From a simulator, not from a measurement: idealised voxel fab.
process module | voxel air gaps
cross-section cut | 210 nm wide | cells 5 nm
A cross-section is a grid of square cells, given in bands from the top down. A band is one or more rows of cells.
Each band's line starts with the height of the band's top and of its bottom, in nm. Then come its materials from left to right, each with its width in nm. One material with "throughout" fills the band from edge to edge. "air" is empty space.
Height 0 is the level under which the wafer as received is all one material. The lowest band goes on downwards, as in "0 down".
A width such as "30 to 40" changes by the same amount from each row of cells to the next, from the band's top row to its bottom row.
"no change" after a step means that no cell of the cross-section changed.
closed voids: empty space of 8 cells or more with no open way to the top, each as width x height at its distance from the left edge, in nm
after a step's settings: what the simulator itself notes on the step
overlay nm, on a step with a mask: how far to the right of its planned place the mask lay; to the left if negative
plan
1 op RECEIVE | material Si
2 op CONFORMAL_DEP | material SiO2 | thk nm 15
3 op CONFORMAL_DEP | material SiN | thk nm 5
4 op DIRECTIONAL_DEP | material SiO2 | thk nm 40
5 op PATTERN | tone open | mask id LINES | material resist | width nm 15 | pitch nm 45 | thk nm 20 | overlay nm 0
6 op DIRECTIONAL_ETCH | etch materials SiO2 | depth nm 40
7 op STRIP | etch materials resist
8 op CONFORMAL_DEP | material TiN | thk nm 5
9 op FILL_DEP | material W | thk nm 5
10 op CMP | height nm 60
11 op EPI | material Ru | thk nm 10
12 op SELECTIVE_ETCH | etch materials SiO2 | depth nm 50
13 op CONFORMAL_DEP | material SiN | thk nm 5
first wafer, as planned
as received, after step 1
  0 down: Si throughout
  closed voids: none
after step 2
  15 to 0: SiO2 throughout
  below 0: unchanged
after step 3
  20 to 15: SiN throughout
  below 15: unchanged
after step 4
  60 to 20: SiO2 throughout
  below 20: unchanged
after step 5
  80 to 60: resist 30 | air 15 | resist 30 | air 15 | resist 30 | air 15 | resist 30 | air 15 | resist 30
  below 60: unchanged
after step 6
  80 to 60: resist 30 | air 15 | resist 30 | air 15 | resist 30 | air 15 | resist 30 | air 15 | resist 30
  60 to 20: SiO2 30 | air 15 | SiO2 30 | air 15 | SiO2 30 | air 15 | SiO2 30 | air 15 | SiO2 30
  below 20: unchanged
after step 7
  60 to 20: SiO2 30 | air 15 | SiO2 30 | air 15 | SiO2 30 | air 15 | SiO2 30 | air 15 | SiO2 30
  below 20: unchanged
after step 8
  65 to 60: TiN 35 | air 5 | TiN 40 | air 5 | TiN 40 | air 5 | TiN 40 | air 5 | TiN 35
  60 to 25: SiO2 30 | TiN 5 | air 5 | TiN 5 | SiO2 30 | TiN 5 | air 5 | TiN 5 | SiO2 30 | TiN 5 | air 5 | TiN 5 | SiO2 30 | TiN 5 | air 5 | TiN 5 | SiO2 30
  25 to 20: SiO2 30 | TiN 15 | SiO2 30 | TiN 15 | SiO2 30 | TiN 15 | SiO2 30 | TiN 15 | SiO2 30
  below 20: unchanged
after step 9
  70 to 65: W throughout
  65 to 60: TiN 35 | W 5 | TiN 40 | W 5 | TiN 40 | W 5 | TiN 40 | W 5 | TiN 35
  60 to 25: SiO2 30 | TiN 5 | W 5 | TiN 5 | SiO2 30 | TiN 5 | W 5 | TiN 5 | SiO2 30 | TiN 5 | W 5 | TiN 5 | SiO2 30 | TiN 5 | W 5 | TiN 5 | SiO2 30
  below 25: unchanged
after step 10
  60 to 25: SiO2 30 | TiN 5 | W 5 | TiN 5 | SiO2 30 | TiN 5 | W 5 | TiN 5 | SiO2 30 | TiN 5 | W 5 | TiN 5 | SiO2 30 | TiN 5 | W 5 | TiN 5 | SiO2 30
  below 25: unchanged
after step 11
  70 to 60: air 20 | Ru 35 | air 10 | Ru 35 | air 10 | Ru 35 | air 10 | Ru 35 | air 20
  below 60: unchanged
after step 12
  70 to 60: air 20 | Ru 35 | air 10 | Ru 35 | air 10 | Ru 35 | air 10 | Ru 35 | air 20
  60 to 25: air 30 | TiN 5 | W 5 | TiN 5 | air 30 | TiN 5 | W 5 | TiN 5 | air 30 | TiN 5 | W 5 | TiN 5 | air 30 | TiN 5 | W 5 | TiN 5 | air 30
  25 to 20: air 30 | TiN 15 | air 30 | TiN 15 | air 30 | TiN 15 | air 30 | TiN 15 | air 30
  below 20: unchanged
after step 13
  75 to 70: air 15 | SiN 180 | air 15
  70 to 60: air 15 | SiN 5 | Ru 35 | SiN 10 | Ru 35 | SiN 10 | Ru 35 | SiN 10 | Ru 35 | SiN 5 | air 15
  60 to 55: air 15 | SiN 15 | TiN 5 | W 5 | TiN 5 | SiN 30 | TiN 5 | W 5 | TiN 5 | SiN 30 | TiN 5 | W 5 | TiN 5 | SiN 30 | TiN 5 | W 5 | TiN 5 | SiN 15 | air 15
  55 to 25: air 25 | SiN 5 | TiN 5 | W 5 | TiN 5 | SiN 5 | air 20 | SiN 5 | TiN 5 | W 5 | TiN 5 | SiN 5 | air 20 | SiN 5 | TiN 5 | W 5 | TiN 5 | SiN 5 | air 20 | SiN 5 | TiN 5 | W 5 | TiN 5 | SiN 5 | air 25
  25 to 20: SiN 30 | TiN 15 | SiN 30 | TiN 15 | SiN 30 | TiN 15 | SiN 30 | TiN 15 | SiN 30
  below 20: unchanged
  closed voids: 20 x 30 at 50; 20 x 30 at 95; 20 x 30 at 140
second wafer: like start, like plan, one mistake. Through step 4 it matches the first wafer
when step 5 should have ended
  80 to 60: resist 25 | air 15 | resist 30 | air 15 | resist 30 | air 15 | resist 30 | air 15 | resist 35
  below 60: unchanged
when step 6 should have ended
  80 to 60: resist 25 | air 15 | resist 30 | air 15 | resist 30 | air 15 | resist 30 | air 15 | resist 35
  60 to 20: SiO2 25 | air 15 | SiO2 30 | air 15 | SiO2 30 | air 15 | SiO2 30 | air 15 | SiO2 35
  below 20: unchanged
when step 7 should have ended
  60 to 20: SiO2 25 | air 15 | SiO2 30 | air 15 | SiO2 30 | air 15 | SiO2 30 | air 15 | SiO2 35
  below 20: unchanged
when step 8 should have ended
  65 to 60: TiN 30 | air 5 | TiN 40 | air 5 | TiN 40 | air 5 | TiN 40 | air 5 | TiN 40
  60 to 25: SiO2 25 | TiN 5 | air 5 | TiN 5 | SiO2 30 | TiN 5 | air 5 | TiN 5 | SiO2 30 | TiN 5 | air 5 | TiN 5 | SiO2 30 | TiN 5 | air 5 | TiN 5 | SiO2 35
  25 to 20: SiO2 25 | TiN 15 | SiO2 30 | TiN 15 | SiO2 30 | TiN 15 | SiO2 30 | TiN 15 | SiO2 35
  below 20: unchanged
when step 9 should have ended
  70 to 65: W throughout
  65 to 60: TiN 30 | W 5 | TiN 40 | W 5 | TiN 40 | W 5 | TiN 40 | W 5 | TiN 40
  60 to 25: SiO2 25 | TiN 5 | W 5 | TiN 5 | SiO2 30 | TiN 5 | W 5 | TiN 5 | SiO2 30 | TiN 5 | W 5 | TiN 5 | SiO2 30 | TiN 5 | W 5 | TiN 5 | SiO2 35
  below 25: unchanged
when step 10 should have ended
  60 to 25: SiO2 25 | TiN 5 | W 5 | TiN 5 | SiO2 30 | TiN 5 | W 5 | TiN 5 | SiO2 30 | TiN 5 | W 5 | TiN 5 | SiO2 30 | TiN 5 | W 5 | TiN 5 | SiO2 35
  below 25: unchanged
when step 11 should have ended
  70 to 60: air 15 | Ru 35 | air 10 | Ru 35 | air 10 | Ru 35 | air 10 | Ru 35 | air 25
  below 60: unchanged
when step 12 should have ended
  70 to 60: air 15 | Ru 35 | air 10 | Ru 35 | air 10 | Ru 35 | air 10 | Ru 35 | air 25
  60 to 25: air 25 | TiN 5 | W 5 | TiN 5 | air 30 | TiN 5 | W 5 | TiN 5 | air 30 | TiN 5 | W 5 | TiN 5 | air 30 | TiN 5 | W 5 | TiN 5 | air 35
  25 to 20: air 25 | TiN 15 | air 30 | TiN 15 | air 30 | TiN 15 | air 30 | TiN 15 | air 35
  below 20: unchanged
when step 13 should have ended
  75 to 70: air 10 | SiN 180 | air 20
  70 to 60: air 10 | SiN 5 | Ru 35 | SiN 10 | Ru 35 | SiN 10 | Ru 35 | SiN 10 | Ru 35 | SiN 5 | air 20
  60 to 55: air 10 | SiN 15 | TiN 5 | W 5 | TiN 5 | SiN 30 | TiN 5 | W 5 | TiN 5 | SiN 30 | TiN 5 | W 5 | TiN 5 | SiN 30 | TiN 5 | W 5 | TiN 5 | SiN 15 | air 20
  55 to 25: air 20 | SiN 5 | TiN 5 | W 5 | TiN 5 | SiN 5 | air 20 | SiN 5 | TiN 5 | W 5 | TiN 5 | SiN 5 | air 20 | SiN 5 | TiN 5 | W 5 | TiN 5 | SiN 5 | air 20 | SiN 5 | TiN 5 | W 5 | TiN 5 | SiN 5 | air 30
  25 to 20: SiN 25 | TiN 15 | SiN 30 | TiN 15 | SiN 30 | TiN 15 | SiN 30 | TiN 15 | SiN 35
  below 20: unchanged
  closed voids: 20 x 30 at 45; 20 x 30 at 90; 20 x 30 at 135
what went wrong: step 5 ran as: op PATTERN | tone open | mask id LINES | material resist | width nm 15 | pitch nm 45 | thk nm 20 | overlay nm -5
at the end the second wafer has, in cells: as many of each material as the first, in other places
